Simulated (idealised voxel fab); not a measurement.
This section sets out a process module, namely voxel gate over fins.
Cross-section cut spans 205 nm and uses square cells 5 nm in size.
Cross-section format: a grid of square cells, given as bands from top to bottom; each band is one or more rows of cells.
Basically the band line says how high the top is and how high the bottom is, in nm, and then what's in it from left to right, every material with its width in nm. Empty space shows up as "empty", and if a single material carries "everywhere" it runs the full band edge to edge.
Heights are expressed relative to 0, this being the level below which the as-received wafer comprises one material exclusively. The lowest band is unbounded in the downward direction and is denoted as in "from 0 down".
Graded width ("30..40"): value in top row of band = first number; value in bottom row = second number; row-to-row change constant.
For the purposes of this document, the phrase "nothing was modified" attached to a step denotes that no cell within the cross-section was modified by that step.
In the "Closed internal voids" entry, you get each enclosed empty space of 8 cells or more, one with no open way to the top, written width x height at distance, distance from the left edge, in nm.
Formally, on a step line, whatever follows the settings is a remark that the simulator itself makes on the step.
The "overlay nm" setting may appear on a step's line; for a step that uses a mask, it gives how far to the right of its planned position the mask lay, and a negative value indicates the left.
PROCESS STEPS (PLANNED)
1. op RECEIVE | material Si
2. op CONFORMAL_DEP | material SiN | thk nm 5
3. op MASKED_ETCH | tone cover | mask id FINS | width nm 15 | pitch nm 40 | etch materials SiN | depth nm 5 | overlay nm 0
4. op MASKED_ETCH | tone cover | mask id FINS | width nm 15 | pitch nm 40 | etch materials Si | depth nm 40 | overlay nm 0
5. op OXIDIZE | depth nm 5
6. op FILL_DEP | material SiO2 | thk nm 5
7. op CMP | height nm 5
8. op SELECTIVE_ETCH | etch materials SiO2 | depth nm 15
9. op STRIP | etch materials SiN
10. op CONFORMAL_DEP | material HfO2 | thk nm 5
11. op CONFORMAL_DEP | material TiN | thk nm 5
12. op FILL_DEP | material W | thk nm 15
13. op CMP | height nm 20
14. op CONFORMAL_DEP | material SiCN | thk nm 10
WHAT FOLLOWS COVERS THE FIRST OF TWO WAFERS; IT RAN AS PLANNED
INCOMING WAFER, CROSS-SECTIONAL VIEW, POST STEP 1
    from 0 down | Si everywhere
    Closed internal voids: none
AFTER STEP 2, IN CROSS-SECTION
    from 5 to 0 | SiN everywhere
    Lower than 0, everything is as it was.
AFTER STEP 3, IN CROSS-SECTION
    from 5 to 0 | empty: 75 / SiN: 15 / empty: 25 / SiN: 15 / empty: 75
    Lower than 0, everything is as it was.
AFTER STEP 4, IN CROSS-SECTION
    from 5 to 0 | empty: 75 / SiN: 15 / empty: 25 / SiN: 15 / empty: 75
    from 0 to -40 | empty: 75 / Si: 15 / empty: 25 / Si: 15 / empty: 75
    Lower than -40, everything is as it was.
AFTER STEP 5, IN CROSS-SECTION
    from 5 to 0 | empty: 75 / SiN: 15 / empty: 25 / SiN: 15 / empty: 75
    from 0 to -40 | empty: 75 / SiO2: 5 / Si: 5 / SiO2: 5 / empty: 25 / SiO2: 5 / Si: 5 / SiO2: 5 / empty: 75
    from -40 to -45 | SiO2: 80 / Si: 5 / SiO2: 35 / Si: 5 / SiO2: 80
    Lower than -45, everything is as it was.
AFTER STEP 6, IN CROSS-SECTION
    from 10 to 5 | SiO2 everywhere
    from 5 to 0 | SiO2: 75 / SiN: 15 / SiO2: 25 / SiN: 15 / SiO2: 75
    from 0 to -45 | SiO2: 80 / Si: 5 / SiO2: 35 / Si: 5 / SiO2: 80
    Lower than -45, everything is as it was.
AFTER STEP 7, IN CROSS-SECTION
    from 5 to 0 | SiO2: 75 / SiN: 15 / SiO2: 25 / SiN: 15 / SiO2: 75
    Lower than 0, everything is as it was.
AFTER STEP 8, IN CROSS-SECTION
    from 5 to 0 | empty: 75 / SiN: 15 / empty: 25 / SiN: 15 / empty: 75
    from 0 to -10 | empty: 80 / Si: 5 / empty: 35 / Si: 5 / empty: 80
    Lower than -10, everything is as it was.
AFTER STEP 9, IN CROSS-SECTION
    from 0 to -10 | empty: 80 / Si: 5 / empty: 35 / Si: 5 / empty: 80
    Lower than -10, everything is as it was.
AFTER STEP 10, IN CROSS-SECTION
    from 5 to 0 | empty: 75 / HfO2: 15 / empty: 25 / HfO2: 15 / empty: 75
    from 0 to -5 | empty: 75 / HfO2: 5 / Si: 5 / HfO2: 5 / empty: 25 / HfO2: 5 / Si: 5 / HfO2: 5 / empty: 75
    from -5 to -10 | HfO2: 80 / Si: 5 / HfO2: 35 / Si: 5 / HfO2: 80
    Lower than -10, everything is as it was.
AFTER STEP 11, IN CROSS-SECTION
    from 10 to 5 | empty: 70 / TiN: 25 / empty: 15 / TiN: 25 / empty: 70
    from 5 to 0 | empty: 70 / TiN: 5 / HfO2: 15 / TiN: 5 / empty: 15 / TiN: 5 / HfO2: 15 / TiN: 5 / empty: 70
    from 0 to -5 | TiN: 75 / HfO2: 5 / Si: 5 / HfO2: 5 / TiN: 25 / HfO2: 5 / Si: 5 / HfO2: 5 / TiN: 75
    Lower than -5, everything is as it was.
AFTER STEP 12, IN CROSS-SECTION
    from 25 to 10 | W everywhere
    from 10 to 5 | W: 70 / TiN: 25 / W: 15 / TiN: 25 / W: 70
    from 5 to 0 | W: 70 / TiN: 5 / HfO2: 15 / TiN: 5 / W: 15 / TiN: 5 / HfO2: 15 / TiN: 5 / W: 70
    Lower than 0, everything is as it was.
AFTER STEP 13, IN CROSS-SECTION
    from 20 to 10 | W everywhere
    Lower than 10, everything is as it was.
AFTER STEP 14, IN CROSS-SECTION
    from 30 to 20 | SiCN everywhere
    Lower than 20, everything is as it was.
OKAY, SECOND WAFER. NOTHING DIFFERENT AT THE START, NOTHING DIFFERENT IN THE PLAN, JUST ONE MISTAKE SOMEWHERE IN THE RUNNING. AS FAR AS STEP 7, COUNTING THAT STEP, IT'S THE FIRST WAFER ALL OVER AGAIN
CROSS-SECTIONAL VIEW OF THE SECOND WAFER AT THE INTENDED END TIME OF PROCESS STEP 8
    from 5 to 0 | empty: 75 / SiN: 15 / empty: 25 / SiN: 15 / empty: 75
    from 0 to -25 | empty: 80 / Si: 5 / empty: 35 / Si: 5 / empty: 80
    Lower than -25, everything is as it was.
CROSS-SECTIONAL VIEW OF THE SECOND WAFER AT THE INTENDED END TIME OF PROCESS STEP 9
    from 0 to -25 | empty: 80 / Si: 5 / empty: 35 / Si: 5 / empty: 80
    Lower than -25, everything is as it was.
CROSS-SECTIONAL VIEW OF THE SECOND WAFER AT THE INTENDED END TIME OF PROCESS STEP 10
    from 5 to 0 | empty: 75 / HfO2: 15 / empty: 25 / HfO2: 15 / empty: 75
    from 0 to -20 | empty: 75 / HfO2: 5 / Si: 5 / HfO2: 5 / empty: 25 / HfO2: 5 / Si: 5 / HfO2: 5 / empty: 75
    from -20 to -25 | HfO2: 80 / Si: 5 / HfO2: 35 / Si: 5 / HfO2: 80
    Lower than -25, everything is as it was.
CROSS-SECTIONAL VIEW OF THE SECOND WAFER AT THE INTENDED END TIME OF PROCESS STEP 11
    from 10 to 5 | empty: 70 / TiN: 25 / empty: 15 / TiN: 25 / empty: 70
    from 5 to 0 | empty: 70 / TiN: 5 / HfO2: 15 / TiN: 5 / empty: 15 / TiN: 5 / HfO2: 15 / TiN: 5 / empty: 70
    from 0 to -15 | empty: 70 / TiN: 5 / HfO2: 5 / Si: 5 / HfO2: 5 / TiN: 5 / empty: 15 / TiN: 5 / HfO2: 5 / Si: 5 / HfO2: 5 / TiN: 5 / empty: 70
    from -15 to -20 | TiN: 75 / HfO2: 5 / Si: 5 / HfO2: 5 / TiN: 25 / HfO2: 5 / Si: 5 / HfO2: 5 / TiN: 75
    Lower than -20, everything is as it was.
CROSS-SECTIONAL VIEW OF THE SECOND WAFER AT THE INTENDED END TIME OF PROCESS STEP 12
    from 25 to 10 | W everywhere
    from 10 to 5 | W: 70 / TiN: 25 / W: 15 / TiN: 25 / W: 70
    from 5 to 0 | W: 70 / TiN: 5 / HfO2: 15 / TiN: 5 / W: 15 / TiN: 5 / HfO2: 15 / TiN: 5 / W: 70
    from 0 to -15 | W: 70 / TiN: 5 / HfO2: 5 / Si: 5 / HfO2: 5 / TiN: 5 / W: 15 / TiN: 5 / HfO2: 5 / Si: 5 / HfO2: 5 / TiN: 5 / W: 70
    Lower than -15, everything is as it was.
CROSS-SECTIONAL VIEW OF THE SECOND WAFER AT THE INTENDED END TIME OF PROCESS STEP 13
    from 20 to 10 | W everywhere
    Lower than 10, everything is as it was.
CROSS-SECTIONAL VIEW OF THE SECOND WAFER AT THE INTENDED END TIME OF PROCESS STEP 14
    from 30 to 20 | SiCN everywhere
    Lower than 20, everything is as it was.
Which mistake was made when the wafer was run? it should be noted that step 8 of the plan was executed twice
Counted in cells at the end, the second wafer holds more or fewer of these materials than the first: 12 more of HfO2 | 117 fewer of SiO2 | 12 more of TiN | 93 more of W
